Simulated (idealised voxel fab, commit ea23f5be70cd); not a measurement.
Process module name: voxel wiring stack
For reference, the cross-section in this document is cut, with width 160 nm and square cells of 5 nm.
Cross-section spec: square-cell grid; bands listed top down; each band is one or more rows.
Heights first: top, then bottom, in nm. Then materials, left to right, each with a width in nm. "full width" on a single material: fills the band edge to edge. "air": empty space.
Convention: height 0 is the level below which the wafer, as received, is all one material. The lowest band does not terminate at the bottom but continues downward, represented as "0 nm and below".
The width entry "30->40" should be interpreted row by row: the top row of cells in the band takes the first number, the bottom row takes the second number, and the change between adjacent rows is uniform throughout.
The designation "nothing altered", where it is given for a processing step, indicates that no cell of the cross-section was altered in the course of that step.
Reported under the label "Cavities, sealed" are the empty spaces having no open way to the top and comprising 8 cells or more; the notation for each is width x height at distance, in which the distance is measured from the left edge and all three values are in nm.
Anything after a step's settings on that line? It's the simulator's own note about the step.
Each step line may optionally specify "overlay nm", which for a step with a mask gives the rightward distance between the mask's planned place and where it lay, a negative value indicating the leftward direction.
# Process steps (planned)
- 1: op RECEIVE | material Si
- 2: op CONFORMAL_DEP | material SiO2 | thk nm 10
- 3: op CONFORMAL_DEP | material SiN | thk nm 5
- 4: op DIRECTIONAL_DEP | material SiO2 | thk nm 20
- 5: op DIRECTIONAL_DEP | material aC | thk nm 15
- 6: op PATTERN | tone open | mask id METAL_1 | material resist | width nm 25 | pitch nm 45 | thk nm 30 | overlay nm 0
- 7: op DIRECTIONAL_ETCH | etch materials aC | depth nm 15
- 8: op STRIP | etch materials resist
- 9: op DIRECTIONAL_ETCH | etch materials SiO2 | depth nm 20
- 10: op DIRECTIONAL_ETCH | etch materials SiN | depth nm 5
- 11: op STRIP | etch materials aC
- 12: op CONFORMAL_DEP | material TiN | thk nm 5
- 13: op FILL_DEP | material Ru | thk nm 5
- 14: op CMP | height nm 35
- 15: op CONFORMAL_DEP | material SiCN | thk nm 5
- 16: op DIRECTIONAL_DEP | material lowk | thk nm 20
- 17: op DIRECTIONAL_DEP | material aC | thk nm 10
- 18: op PATTERN | tone open | mask id PLUG_1 | material resist | width nm 15 | thk nm 30 | overlay nm 0
- 19: op DIRECTIONAL_ETCH | etch materials aC | depth nm 10
- 20: op STRIP | etch materials resist
- 21: op DIRECTIONAL_ETCH | etch materials lowk | depth nm 20
- 22: op DIRECTIONAL_ETCH | etch materials SiCN | depth nm 5
- 23: op STRIP | etch materials aC
- 24: op EPI | material Ru | thk nm 10
- 25: op EPI | material Ru | thk nm 10
- 26: op EPI | material Ru | thk nm 5
- 27: op DIRECTIONAL_DEP | material TiN | thk nm 5
- 28: op DIRECTIONAL_DEP | material Ru | thk nm 20
- 29: op MASKED_ETCH | tone cover | mask id METAL_2 | width nm 25 | pitch nm 45 | etch materials Ru | depth nm 20 | overlay nm 0
- 30: op MASKED_ETCH | tone cover | mask id METAL_2 | width nm 25 | pitch nm 45 | etch materials TiN | depth nm 5 | overlay nm 0
- 31: op FILL_DEP | material SiO2 | thk nm 10
- 32: op CMP | height nm 85
- 33: op CONFORMAL_DEP | material SiCN | thk nm 5
- 34: op DIRECTIONAL_DEP | material lowk | thk nm 35
- 35: op DIRECTIONAL_DEP | material aC | thk nm 15
- 36: op PATTERN | tone open | mask id METAL_3_HOLES | material resist | width nm 15 | thk nm 35 | overlay nm 0
- 37: op DIRECTIONAL_ETCH | etch materials aC | depth nm 15
- 38: op STRIP | etch materials resist
- 39: op DIRECTIONAL_ETCH | etch materials lowk | depth nm 35
- 40: op STRIP | etch materials aC
- 41: op PATTERN | tone open | mask id METAL_3 | material resist | width nm 25 | pitch nm 45 | thk nm 20 | overlay nm 0
- 42: op DIRECTIONAL_ETCH | etch materials lowk | depth nm 20
- 43: op DIRECTIONAL_ETCH | etch materials SiCN | depth nm 5
- 44: op STRIP | etch materials resist
- 45: op CONFORMAL_DEP | material TiN | thk nm 5
- 46: op FILL_DEP | material Cu | thk nm 10
- 47: op CMP | height nm 125
- 48: op CONFORMAL_DEP | material SiCN | thk nm 5
# Cross-section of the wafer upon arrival, representing the state reached after step 1
    0 nm and below | Si full width
    Cavities, sealed: none
# Wafer cross-section at module end: first of two, run to plan
    130 nm to 125 nm | SiCN full width
    125 nm to 110 nm | 45 lowk | 5 TiN | 15 Cu | 5 TiN | 20 lowk | 5 TiN | 15 Cu | 5 TiN | 45 lowk
    110 nm to 105 nm | 45 lowk | 5 TiN | 5 Cu | 15 TiN | 20 lowk | 25 TiN | 45 lowk
    105 nm to 90 nm | 45 lowk | 5 TiN | 5 Cu | 5 TiN | 100 lowk
    90 nm to 85 nm | 45 SiCN | 15 TiN | 100 SiCN
    85 nm to 65 nm | 45 SiO2 | 25 Ru | 20 SiO2 | 25 Ru | 45 SiO2
    65 nm to 60 nm | 45 SiO2 | 25 TiN | 20 SiO2 | 25 TiN | 45 SiO2
    60 nm to 40 nm | 45 lowk | 15 Ru | 100 lowk
    40 nm to 35 nm | 45 SiCN | 15 Ru | 100 SiCN
    35 nm to 15 nm | 45 SiO2 | 5 TiN | 15 Ru | 5 TiN | 20 SiO2 | 5 TiN | 15 Ru | 5 TiN | 45 SiO2
    15 nm to 10 nm | 45 SiN | 25 TiN | 20 SiN | 25 TiN | 45 SiN
    10 nm to 0 nm | SiO2 full width
    0 nm and below | Si full width
    Cavities, sealed: none
# What the second wafer looks like in cross-section once the module is done. Its start and its plan matched the first wafer's exactly; what differed was one mistake in how it was run
    130 nm to 125 nm | SiCN full width
    125 nm to 110 nm | 45 lowk | 5 TiN | 15 Cu | 5 TiN | 20 lowk | 5 TiN | 15 Cu | 5 TiN | 45 lowk
    110 nm to 105 nm | 45 lowk | 5 TiN | 5 Cu | 15 TiN | 20 lowk | 25 TiN | 45 lowk
    105 nm to 90 nm | 45 lowk | 5 TiN | 5 Cu | 5 TiN | 100 lowk
    90 nm to 85 nm | 45 SiCN | 15 TiN | 100 SiCN
    85 nm to 65 nm | 45 SiO2 | 25 Ru | 20 SiO2 | 25 Ru | 45 SiO2
    65 nm to 60 nm | 45 SiO2 | 25 TiN | 20 SiO2 | 25 TiN | 45 SiO2
    60 nm to 40 nm | 45 lowk | 15 Ru | 100 lowk
    40 nm to 35 nm | 45 SiCN | 15 Ru | 100 SiCN
    35 nm to 15 nm | 45 SiO2 | 5 SiCN | 15 Ru | 5 SiCN | 20 SiO2 | 5 SiCN | 15 Ru | 5 SiCN | 45 SiO2
    15 nm to 10 nm | 45 SiN | 25 SiCN | 20 SiN | 25 SiCN | 45 SiN
    10 nm to 0 nm | SiO2 full width
    0 nm and below | Si full width
    Cavities, sealed: none
What broke from the plan during processing? step 12 ran with different settings than intended, the actual operation and settings being op CONFORMAL_DEP | material SiCN | thk nm 5
Final comparison by cell count, materials where the second wafer has more or fewer than the first: 26 more of SiCN, 26 fewer of TiN
